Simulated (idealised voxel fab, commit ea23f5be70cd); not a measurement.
The process module presented herein is designated voxel air gaps.
For reference, the cross-section in this document is cut, with width 190 nm and square cells of 5 nm.
For the purposes of this document, a cross-section shall be understood as a grid of square cells, specified as bands listed in top-to-bottom order, each band consisting of one or more rows of cells. Band: top and bottom heights (nm) first, top before bottom; then materials from left to right, widths in nm. "full width" marks a sole material filling the band edge to edge. "empty" denotes empty space. The level at which height equals 0 is the one under which the wafer, as it arrives, is entirely one material. No lower edge exists for the bottom band, which continues downward and is notated as in "0 down". The width entry "30 to 40" should be interpreted row by row: the top row of cells in the band takes the first number, the bottom row takes the second number, and the change between adjacent rows is uniform throughout. It should be understood that the words "remained the same", when stated for a given step, signify that the cross-section underwent no change in any of its cells during that step. The list in "Enclosed internal cavities" covers empty spaces of 8 cells or more that cannot reach the top through any open way, and it gives each as width x height at distance; the distance is from the left edge, and width, height and distance are in nm. Heads up: the bit after the settings on a step's line is the simulator's remark on that step. "overlay nm", when on a step's line for a step with a mask, measures how far to the right of its planned place the mask lay; a negative measure means to the left.

-- List of planned process steps
1) RECEIVE with material Si
2) CONFORMAL_DEP with material SiO2, thk nm 15
3) CONFORMAL_DEP with material SiCN, thk nm 5
4) DIRECTIONAL_DEP with material SiO2, thk nm 30
5) PATTERN with tone open, mask id LINES, material resist, width nm 15, pitch nm 45, thk nm 20, overlay nm 0
6) DIRECTIONAL_ETCH with etch materials SiO2, depth nm 30
7) STRIP with etch materials resist
8) CONFORMAL_DEP with material TiN, thk nm 5
9) FILL_DEP with material W, thk nm 5
10) CMP with height nm 50
11) EPI with material Ru, thk nm 10
12) SELECTIVE_ETCH with etch materials SiO2, depth nm 40
13) CONFORMAL_DEP with material SiCN, thk nm 5

-- Run as planned: first of two wafers

-- Incoming wafer, cross-sectional view, post step 1
0 down = Si full width
Enclosed internal cavities: none

-- The wafer, seen in cross-section, after step 2
15 to 0 = SiO2 full width
Beneath the level 0, the cross-section is identical to its previous state.

-- The wafer, seen in cross-section, after step 3
20 to 15 = SiCN full width
Beneath the level 15, the cross-section is identical to its previous state.

-- The wafer, seen in cross-section, after step 4
50 to 20 = SiO2 full width
Beneath the level 20, the cross-section is identical to its previous state.

-- The wafer, seen in cross-section, after step 5
70 to 50 = resist (40)  empty (15)  resist (30)  empty (15)  resist (30)  empty (15)  resist (45)
Beneath the level 50, the cross-section is identical to its previous state.

-- The wafer, seen in cross-section, after step 6
70 to 50 = resist (40)  empty (15)  resist (30)  empty (15)  resist (30)  empty (15)  resist (45)
50 to 20 = SiO2 (40)  empty (15)  SiO2 (30)  empty (15)  SiO2 (30)  empty (15)  SiO2 (45)
Beneath the level 20, the cross-section is identical to its previous state.

-- The wafer, seen in cross-section, after step 7
50 to 20 = SiO2 (40)  empty (15)  SiO2 (30)  empty (15)  SiO2 (30)  empty (15)  SiO2 (45)
Beneath the level 20, the cross-section is identical to its previous state.

-- The wafer, seen in cross-section, after step 8
55 to 50 = TiN (45)  empty (5)  TiN (40)  empty (5)  TiN (40)  empty (5)  TiN (50)
50 to 25 = SiO2 (40)  TiN (5)  empty (5)  TiN (5)  SiO2 (30)  TiN (5)  empty (5)  TiN (5)  SiO2 (30)  TiN (5)  empty (5)  TiN (5)  SiO2 (45)
25 to 20 = SiO2 (40)  TiN (15)  SiO2 (30)  TiN (15)  SiO2 (30)  TiN (15)  SiO2 (45)
Beneath the level 20, the cross-section is identical to its previous state.

-- The wafer, seen in cross-section, after step 9
60 to 55 = W full width
55 to 50 = TiN (45)  W (5)  TiN (40)  W (5)  TiN (40)  W (5)  TiN (50)
50 to 25 = SiO2 (40)  TiN (5)  W (5)  TiN (5)  SiO2 (30)  TiN (5)  W (5)  TiN (5)  SiO2 (30)  TiN (5)  W (5)  TiN (5)  SiO2 (45)
Beneath the level 25, the cross-section is identical to its previous state.

-- The wafer, seen in cross-section, after step 10
50 to 25 = SiO2 (40)  TiN (5)  W (5)  TiN (5)  SiO2 (30)  TiN (5)  W (5)  TiN (5)  SiO2 (30)  TiN (5)  W (5)  TiN (5)  SiO2 (45)
Beneath the level 25, the cross-section is identical to its previous state.

-- The wafer, seen in cross-section, after step 11
60 to 50 = empty (30)  Ru (35)  empty (10)  Ru (35)  empty (10)  Ru (35)  empty (35)
Beneath the level 50, the cross-section is identical to its previous state.

-- The wafer, seen in cross-section, after step 12
60 to 50 = empty (30)  Ru (35)  empty (10)  Ru (35)  empty (10)  Ru (35)  empty (35)
50 to 25 = empty (40)  TiN (5)  W (5)  TiN (5)  empty (30)  TiN (5)  W (5)  TiN (5)  empty (30)  TiN (5)  W (5)  TiN (5)  empty (45)
25 to 20 = empty (40)  TiN (15)  empty (30)  TiN (15)  empty (30)  TiN (15)  empty (45)
Beneath the level 20, the cross-section is identical to its previous state.

-- The wafer, seen in cross-section, after step 13
65 to 60 = empty (25)  SiCN (135)  empty (30)
60 to 50 = empty (25)  SiCN (5)  Ru (35)  SiCN (10)  Ru (35)  SiCN (10)  Ru (35)  SiCN (5)  empty (30)
50 to 45 = empty (25)  SiCN (15)  TiN (5)  W (5)  TiN (5)  SiCN (30)  TiN (5)  W (5)  TiN (5)  SiCN (30)  TiN (5)  W (5)  TiN (5)  SiCN (15)  empty (30)
45 to 25 = empty (35)  SiCN (5)  TiN (5)  W (5)  TiN (5)  SiCN (5)  empty (20)  SiCN (5)  TiN (5)  W (5)  TiN (5)  SiCN (5)  empty (20)  SiCN (5)  TiN (5)  W (5)  TiN (5)  SiCN (5)  empty (40)
25 to 20 = SiCN (40)  TiN (15)  SiCN (30)  TiN (15)  SiCN (30)  TiN (15)  SiCN (45)
Beneath the level 20, the cross-section is identical to its previous state.
Enclosed internal cavities: 20 x 20 at 60; 20 x 20 at 105

-- Second of two: same start, same plan, one run error; steps up to and including 9 match the first

-- The second wafer cut through, at the time step 10 was supposed to be finished
55 to 50 = TiN (45)  W (5)  TiN (40)  W (5)  TiN (40)  W (5)  TiN (50)
Beneath the level 50, the cross-section is identical to its previous state.

-- The second wafer cut through, at the time step 11 was supposed to be finished
65 to 55 = Ru full width
Beneath the level 55, the cross-section is identical to its previous state.

The second wafer cut through, at the time step 12 was supposed to be finished: remained the same

-- The second wafer cut through, at the time step 13 was supposed to be finished
70 to 65 = SiCN full width
Beneath the level 65, the cross-section is identical to its previous state.
Nonconformance to the process plan: step 10 changed vs plan, executed as CMP with height nm 55
Looking at both finished wafers in cells, the second ends up ahead of or behind the first on some materials: Ru: 34 more | SiCN: 72 fewer | SiO2: 174 more | TiN: 35 more | W: 3 more
Final closed voids: first wafer 2, second wafer 0.
